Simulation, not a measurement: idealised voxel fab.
You're looking at the process module voxel trench capacitor.
Section cut is 280 nm wide and gridded with 5 nm square cells.
This document writes a cross-section as a grid whose cells are square, and gives it as bands, listed from the top down; one or more rows of cells form a band. What a band's entry tells you: where the top is and where the bottom is, as heights in nm, and after that what lies inside, material by material from left to right, each with its width in nm. Empty space is written as the word "empty", and a single material marked with the word "all across" occupies the band from edge to edge. Heads up on the height convention: 0 is the point under which the incoming wafer is all one material, and the lowest band has no bottom, it just keeps going down, like "z 0 and below". The notation "30..40" denotes a width that varies across the rows of cells in the band, beginning at the first number in the top row, finishing at the second number in the bottom row, and changing by an identical amount from each row to the next. "stayed the same" for a step: no cell of the cross-section changed in that step. If an empty space has no open way to the top and is at least 8 cells in size, "Enclosed void listing" lists it, written width x height at distance, where distance is measured from the left edge and every value is in nm. On a step's line, text after the settings is the simulator commenting on that step. "overlay nm", when on a step's line for a step with a mask, measures how far to the right of its planned place the mask lay; a negative measure means to the left.
# List of planned process steps
1. RECEIVE [material Si]
2. CONFORMAL_DEP [material SiN] [thk nm 5]
3. PATTERN [tone open] [mask id TRENCH] [material resist] [width nm 25] [pitch nm 55] [thk nm 15] [overlay nm 0]
4. DIRECTIONAL_ETCH [etch materials SiN] [depth nm 5]
5. DIRECTIONAL_ETCH [etch materials Si] [depth nm 15]
6. STRIP [etch materials resist]
7. CONFORMAL_DEP [material Al2O3] [thk nm 5]
8. FILL_DEP [material polySi] [thk nm 5]
9. CMP [height nm 5]
Heads up: all these wafers start the same, and what changes between them is the depth nm in step 5. The value you see in the plan is just what the first wafer got.
# So this is the first of several wafers, cross-sectioned as it came to us, meaning it's at the end of step 1
> z 0 and below: Si all across
> Enclosed void listing: none
# Shown in cross-section: the first of several wafers at the end of the module, after its last step, step 9
> z 5 to 0: SiN (100)  Al2O3 (5)  polySi (15)  Al2O3 (5)  SiN (30)  Al2O3 (5)  polySi (15)  Al2O3 (5)  SiN (100)
> z 0 to -10: Si (100)  Al2O3 (5)  polySi (15)  Al2O3 (5)  Si (30)  Al2O3 (5)  polySi (15)  Al2O3 (5)  Si (100)
> z -10 to -15: Si (100)  Al2O3 (25)  Si (30)  Al2O3 (25)  Si (100)
> z -15 and below: Si all across
> Enclosed void listing: none
# Last-wafer cross-section at the end of the module
> z 5 to 0: SiN (100)  Al2O3 (5)  polySi (15)  Al2O3 (5)  SiN (30)  Al2O3 (5)  polySi (15)  Al2O3 (5)  SiN (100)
> z 0 to -35: Si (100)  Al2O3 (5)  polySi (15)  Al2O3 (5)  Si (30)  Al2O3 (5)  polySi (15)  Al2O3 (5)  Si (100)
> z -35 to -40: Si (100)  Al2O3 (25)  Si (30)  Al2O3 (25)  Si (100)
> z -40 and below: Si all across
> Enclosed void listing: none
# Below: a row per wafer. Contents at end of module: for every material, cells gained since receipt (+) or lost since receipt (-); then closed voids
depth nm 15, +22 Al2O3, -30 Si, +46 SiN, +18 polySi, Enclosed void listing: none
depth nm 20, +26 Al2O3, -40 Si, +46 SiN, +24 polySi, Enclosed void listing: none
depth nm 25, +30 Al2O3, -50 Si, +46 SiN, +30 polySi, Enclosed void listing: none
depth nm 30, +34 Al2O3, -60 Si, +46 SiN, +36 polySi, Enclosed void listing: none
depth nm 35, +38 Al2O3, -70 Si, +46 SiN, +42 polySi, Enclosed void listing: none
depth nm 40, +42 Al2O3, -80 Si, +46 SiN, +48 polySi, Enclosed void listing: none
